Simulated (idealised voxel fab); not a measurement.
Name of the process module below: voxel trench capacitor
Square cell edge 5 nm, section width 295 nm, ID cut.
When this document writes out a cross-section, it uses a grid of square cells and lists it as bands, beginning at the top and moving down, with a band standing for one or more rows of cells.
First you get the band's top height and its bottom height, in nm, and then the materials it's made of, left to right, with each width in nm. If you see a single material with "edge to edge", that one covers the band edge to edge. "air" is empty space.
Below 0: as-received wafer, all one material; heights counted from there. Lowest band: no bottom, goes on down, written "0..down".
Graded width ("30->40"): value in top row of band = first number; value in bottom row = second number; row-to-row change constant.
"no alterations made" after a step means that no cell of the cross-section changed.
"Completely sealed voids" specifies each empty space that is not open to the top and that occupies no fewer than 8 cells, using the form width x height at distance, the distance measured from the left edge and all three quantities in nm.
Heads up: the bit after the settings on a step's line is the simulator's remark on that step.
The "overlay nm" setting may appear on a step's line; for a step that uses a mask, it gives how far to the right of its planned position the mask lay, and a negative value indicates the left.
## Process steps (planned)
1. RECEIVE: material Si
2. CONFORMAL_DEP: material SiN, thk nm 10
3. DIRECTIONAL_DEP: material aC, thk nm 10
4. PATTERN: tone open, mask id TRENCH, material resist, width nm 25, pitch nm 45, thk nm 30, overlay nm 0
5. DIRECTIONAL_ETCH: etch materials aC, depth nm 10
6. STRIP: etch materials resist
7. DIRECTIONAL_ETCH: etch materials SiN, depth nm 10
8. DIRECTIONAL_ETCH: etch materials Si, depth nm 30
9. STRIP: etch materials aC
10. CONFORMAL_DEP: material Al2O3, thk nm 5
11. FILL_DEP: material polySi, thk nm 5
12. CMP: height nm 10
## Cross-sectional view of the wafer in its as-received condition, corresponding to the state after step 1
    0..down | Si edge to edge
    Completely sealed voids: none
## End-of-module cross-section of the first of two wafers, processed as planned
    10..0 | 65 nm SiN / 5 nm Al2O3 / 15 nm polySi / 5 nm Al2O3 / 20 nm SiN / 5 nm Al2O3 / 15 nm polySi / 5 nm Al2O3 / 20 nm SiN / 5 nm Al2O3 / 15 nm polySi / 5 nm Al2O3 / 20 nm SiN / 5 nm Al2O3 / 15 nm polySi / 5 nm Al2O3 / 70 nm SiN
    0..-25 | 65 nm Si / 5 nm Al2O3 / 15 nm polySi / 5 nm Al2O3 / 20 nm Si / 5 nm Al2O3 / 15 nm polySi / 5 nm Al2O3 / 20 nm Si / 5 nm Al2O3 / 15 nm polySi / 5 nm Al2O3 / 20 nm Si / 5 nm Al2O3 / 15 nm polySi / 5 nm Al2O3 / 70 nm Si
    -25..-30 | 65 nm Si / 25 nm Al2O3 / 20 nm Si / 25 nm Al2O3 / 20 nm Si / 25 nm Al2O3 / 20 nm Si / 25 nm Al2O3 / 70 nm Si
    -30..down | Si edge to edge
    Completely sealed voids: none
## Second wafer through the module, sectioned at the end: same beginning and same plan as the first wafer, with one mistake in carrying it out
    10..0 | 55 nm SiN / 5 nm Al2O3 / 15 nm polySi / 5 nm Al2O3 / 20 nm SiN / 5 nm Al2O3 / 15 nm polySi / 5 nm Al2O3 / 20 nm SiN / 5 nm Al2O3 / 15 nm polySi / 5 nm Al2O3 / 20 nm SiN / 5 nm Al2O3 / 15 nm polySi / 5 nm Al2O3 / 80 nm SiN
    0..-25 | 55 nm Si / 5 nm Al2O3 / 15 nm polySi / 5 nm Al2O3 / 20 nm Si / 5 nm Al2O3 / 15 nm polySi / 5 nm Al2O3 / 20 nm Si / 5 nm Al2O3 / 15 nm polySi / 5 nm Al2O3 / 20 nm Si / 5 nm Al2O3 / 15 nm polySi / 5 nm Al2O3 / 80 nm Si
    -25..-30 | 55 nm Si / 25 nm Al2O3 / 20 nm Si / 25 nm Al2O3 / 20 nm Si / 25 nm Al2O3 / 20 nm Si / 25 nm Al2O3 / 80 nm Si
    -30..down | Si edge to edge
    Completely sealed voids: none
Deviation from plan: heads up, step 4 didn't go per plan, it actually ran as PATTERN: tone open, mask id TRENCH, material resist, width nm 25, pitch nm 45, thk nm 30, overlay nm -10
In the final comparison it is observed that the number of cells assigned to each material is identical for the two wafers, whereas their placement is not.
